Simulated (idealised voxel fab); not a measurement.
The following is a process module called voxel transistor to metal.
In the cross-section labelled cut, the width is 180 nm and each square cell is 5 nm.
Reading order for cross-sections: top band down to bottom band. Underlying form: a grid of square cells. Band size: one or more rows of cells.
For a band, the entry starts with two heights in nm, that of the top and then that of the bottom, and carries on with the band's materials in order from left to right, each alongside its width in nm; the word "full width" beside a single material means it fills the band edge to edge, and "blank" means empty space.
Beneath 0, the wafer as received is one material, and that level is where height counting begins. The lowest band goes on downward without a bottom; it is written like "0 and below".
Width: "30->40" (first number = top row, second number = bottom row, same change from row to row of cells).
Take "stayed the same" at face value: in the step it is given for, the cross-section changed in none of its cells.
The entry titled "Enclosed internal voids" provides the empty spaces that have no open way to the top, restricted to those of 8 cells or more. Each is presented as width x height at distance, the distance being measured from the left edge, with all three in nm.
Whatever follows a step's settings on its line is a remark the simulator itself makes about that step.
The line of a step may include "overlay nm". On a step with a mask, this value is how far to the right of its planned place the mask lay. A negative value means the mask lay to the left.
Process steps foreseen in the plan:
- 1: RECEIVE, material Si
- 2: OXIDIZE, depth nm 5
- 3: CONFORMAL_DEP, material SiN, thk nm 15
- 4: DIRECTIONAL_DEP, material aC, thk nm 10
- 5: PATTERN, tone cover, mask id ACTIVE, material resist, width nm 110, thk nm 30, overlay nm 0
- 6: DIRECTIONAL_ETCH, etch materials aC, depth nm 10
- 7: STRIP, etch materials resist
- 8: DIRECTIONAL_ETCH, etch materials SiN, depth nm 15
- 9: DIRECTIONAL_ETCH, etch materials SiO2, depth nm 5
- 10: DIRECTIONAL_ETCH, etch materials Si, depth nm 30
- 11: STRIP, etch materials aC
- 12: FILL_DEP, material SiO2, thk nm 5
- 13: CMP, height nm 15
- 14: SELECTIVE_ETCH, etch materials SiO2, depth nm 10
- 15: STRIP, etch materials SiN
- 16: SELECTIVE_ETCH, etch materials SiO2, depth nm 5
- 17: OXIDIZE, depth nm 5
- 18: DIRECTIONAL_DEP, material polySi, thk nm 20
- 19: DIRECTIONAL_DEP, material SiCN, thk nm 15
- 20: PATTERN, tone cover, mask id GATE, material resist, width nm 30, thk nm 15, overlay nm 0
- 21: DIRECTIONAL_ETCH, etch materials SiCN, depth nm 25
- 22: DIRECTIONAL_ETCH, etch materials polySi, depth nm 30
- 23: STRIP, etch materials resist
- 24: CONFORMAL_DEP, material SiO2, thk nm 5
- 25: DIRECTIONAL_ETCH, etch materials SiO2, depth nm 5
- 26: CONFORMAL_DEP, material SiN, thk nm 5
- 27: DIRECTIONAL_ETCH, etch materials SiN, depth nm 5
- 28: DIRECTIONAL_ETCH, etch materials SiO2, depth nm 5
- 29: EPI, material nSi, thk nm 5
- 30: FILL_DEP, material SiO2, thk nm 10
- 31: CMP, height nm 15
- 32: STRIP, etch materials polySi
- 33: SELECTIVE_ETCH, etch materials SiO2, depth nm 5
- 34: CONFORMAL_DEP, material HfO2, thk nm 5
- 35: CONFORMAL_DEP, material TiN, thk nm 5
- 36: FILL_DEP, material W, thk nm 10
- 37: CMP, height nm 10
- 38: DIRECTIONAL_DEP, material SiO2, thk nm 10
- 39: PATTERN, tone open, mask id CONTACT, material resist, width nm 20, pitch nm 80, thk nm 15, overlay nm 0
- 40: DIRECTIONAL_ETCH, etch materials SiO2, depth nm 25
- 41: STRIP, etch materials resist
- 42: CONFORMAL_DEP, material TiN, thk nm 5
- 43: FILL_DEP, material W, thk nm 10
- 44: CMP, height nm 20
- 45: DIRECTIONAL_DEP, material TiN, thk nm 5
- 46: DIRECTIONAL_DEP, material W, thk nm 20
- 47: DIRECTIONAL_DEP, material aC, thk nm 10
- 48: PATTERN, tone cover, mask id METAL_1, material resist, width nm 20, pitch nm 80, thk nm 25, overlay nm 0
- 49: DIRECTIONAL_ETCH, etch materials aC, depth nm 10
- 50: STRIP, etch materials resist
- 51: DIRECTIONAL_ETCH, etch materials W, depth nm 20
- 52: DIRECTIONAL_ETCH, etch materials TiN, depth nm 5
- 53: STRIP, etch materials aC
- 54: FILL_DEP, material SiO2, thk nm 10
- 55: CMP, height nm 45
- 56: CONFORMAL_DEP, material SiCN, thk nm 5
- 57: DIRECTIONAL_DEP, material lowk, thk nm 35
- 58: MASKED_ETCH, tone open, mask id METAL_2, width nm 20, pitch nm 80, etch materials lowk, depth nm 20, overlay nm 0
- 59: PATTERN, tone open, mask id METAL_2_HOLES, material resist, width nm 15, pitch nm 80, thk nm 20, overlay nm 0
- 60: DIRECTIONAL_ETCH, etch materials lowk, depth nm 15
- 61: DIRECTIONAL_ETCH, etch materials SiCN, depth nm 5
- 62: STRIP, etch materials resist
- 63: CONFORMAL_DEP, material TiN, thk nm 5
- 64: FILL_DEP, material Cu, thk nm 5
- 65: CMP, height nm 85
- 66: CONFORMAL_DEP, material SiCN, thk nm 5
As-received wafer cross-section (after step 1):
	0 and below  Si full width
	Enclosed internal voids: none
Starting wafer: above. Plan: above. Run: one mistake. Cross-section after the module: below:
	90 down to 85  SiCN full width
	85 down to 70  lowk (40), TiN (5), HfO2 (10), TiN (5), lowk (60), TiN (5), HfO2 (10), TiN (5), lowk (40)
	70 down to 65  lowk (40), TiN (5), HfO2 (5), TiN (10), lowk (60), TiN (5), HfO2 (5), TiN (10), lowk (40)
	65 down to 50  lowk (40), TiN (5), HfO2 (5), TiN (5), lowk (65), TiN (5), HfO2 (5), TiN (5), lowk (45)
	50 down to 45  SiCN (40), TiN (15), SiCN (65), TiN (15), SiCN (45)
	45 down to 25  SiO2 (40), W (20), SiO2 (60), W (20), SiO2 (40)
	25 down to 20  SiO2 (40), TiN (20), SiO2 (60), TiN (20), SiO2 (40)
	20 down to 10  SiO2 (40), TiN (5), W (10), TiN (5), SiO2 (60), TiN (5), W (10), TiN (5), SiO2 (40)
	10 down to 0  SiO2 (40), TiN (5), W (10), TiN (5), SiO2 (5), SiN (5), HfO2 (5), TiN (5), W (20), TiN (5), HfO2 (5), SiN (5), SiO2 (5), TiN (5), W (10), TiN (5), SiO2 (40)
	0 down to -5  SiO2 (35), SiN (5), TiN (20), SiO2 (5), SiN (5), HfO2 (5), TiN (30), HfO2 (5), SiN (5), SiO2 (5), TiN (20), SiN (5), SiO2 (35)
	-5 down to -10  SiO2 (40), nSi (25), SiO2 (5), HfO2 (40), SiO2 (5), nSi (25), SiO2 (40)
	-10 down to -35  SiO2 (35), Si (110), SiO2 (35)
	-35 and below  Si full width
	Enclosed internal voids: none
What was done differently from what was planned? step 64, actual vs plan mismatch, actual run FILL_DEP, material HfO2, thk nm 5
